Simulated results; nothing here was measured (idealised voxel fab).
process module | voxel self aligned vias
cross-section cut | 155 nm wide | cells 5 nm
A cross-section is a grid of square cells, given in bands from the top down. A band is one or more rows of cells.
Each band's line starts with the height of the band's top and of its bottom, in nm. Then come its materials from left to right, each with its width in nm. One material with "throughout" fills the band from edge to edge. "air" is empty space.
Height 0 is the level under which the wafer as received is all one material. The lowest band goes on downwards, as in "0 down".
A width such as "30 to 40" changes by the same amount from each row of cells to the next, from the band's top row to its bottom row.
"no change" after a step means that no cell of the cross-section changed.
closed voids: empty space of 8 cells or more with no open way to the top, each as width x height at its distance from the left edge, in nm
after a step's settings: what the simulator itself notes on the step
overlay nm, on a step with a mask: how far to the right of its planned place the mask lay; to the left if negative
plan
1 op RECEIVE | material Si
2 op CONFORMAL_DEP | material SiO2 | thk nm 15
3 op CONFORMAL_DEP | material SiCN | thk nm 5
4 op DIRECTIONAL_DEP | material lowk | thk nm 30
5 op MASKED_ETCH | tone open | mask id LINES | width nm 30 | pitch nm 60 | etch materials lowk | depth nm 30 | overlay nm 0
6 op CONFORMAL_DEP | material TiN | thk nm 5
7 op FILL_DEP | material W | thk nm 5
8 op CMP | height nm 50
9 op SELECTIVE_ETCH | etch materials W Ru TiN | depth nm 5
10 op FILL_DEP | material SiN | thk nm 10
11 op CMP | height nm 50
12 op DIRECTIONAL_DEP | material lowk | thk nm 20
13 op DIRECTIONAL_DEP | material aC | thk nm 10
14 op PATTERN | tone open | mask id VIAS | material resist | width nm 40 | pitch nm 60 | thk nm 25 | overlay nm -10
15 op DIRECTIONAL_ETCH | etch materials aC | depth nm 10
16 op STRIP | etch materials resist
17 op DIRECTIONAL_ETCH | etch materials lowk | depth nm 20
18 op DIRECTIONAL_ETCH | etch materials SiN | depth nm 5
19 op STRIP | etch materials aC
20 op CONFORMAL_DEP | material TiN | thk nm 5
21 op FILL_DEP | material Ru | thk nm 5
22 op CMP | height nm 70
23 op CONFORMAL_DEP | material SiN | thk nm 5
varied across the wafers: overlay nm of step 14. The plan shows the first wafer's value. All wafers start alike
first wafer as received, after step 1
  0 down: Si throughout
  closed voids: none
each wafer at the end: cells of each material gained (+) or lost (-) since it was received, then its closed voids
overlay nm -10 | +42 Ru | +31 SiCN | +33 SiN | +93 SiO2 | +60 TiN | +32 W | +174 lowk | closed voids: none
overlay nm -5 | +44 Ru | +31 SiCN | +31 SiN | +93 SiO2 | +60 TiN | +32 W | +174 lowk | closed voids: none
overlay nm 0 | +44 Ru | +31 SiCN | +31 SiN | +93 SiO2 | +60 TiN | +32 W | +174 lowk | closed voids: none
overlay nm 5 | +44 Ru | +31 SiCN | +31 SiN | +93 SiO2 | +60 TiN | +32 W | +174 lowk | closed voids: none
overlay nm 10 | +42 Ru | +31 SiCN | +33 SiN | +93 SiO2 | +60 TiN | +32 W | +174 lowk | closed voids: none
overlay nm 15 | +40 Ru | +31 SiCN | +35 SiN | +93 SiO2 | +60 TiN | +32 W | +174 lowk | closed voids: none
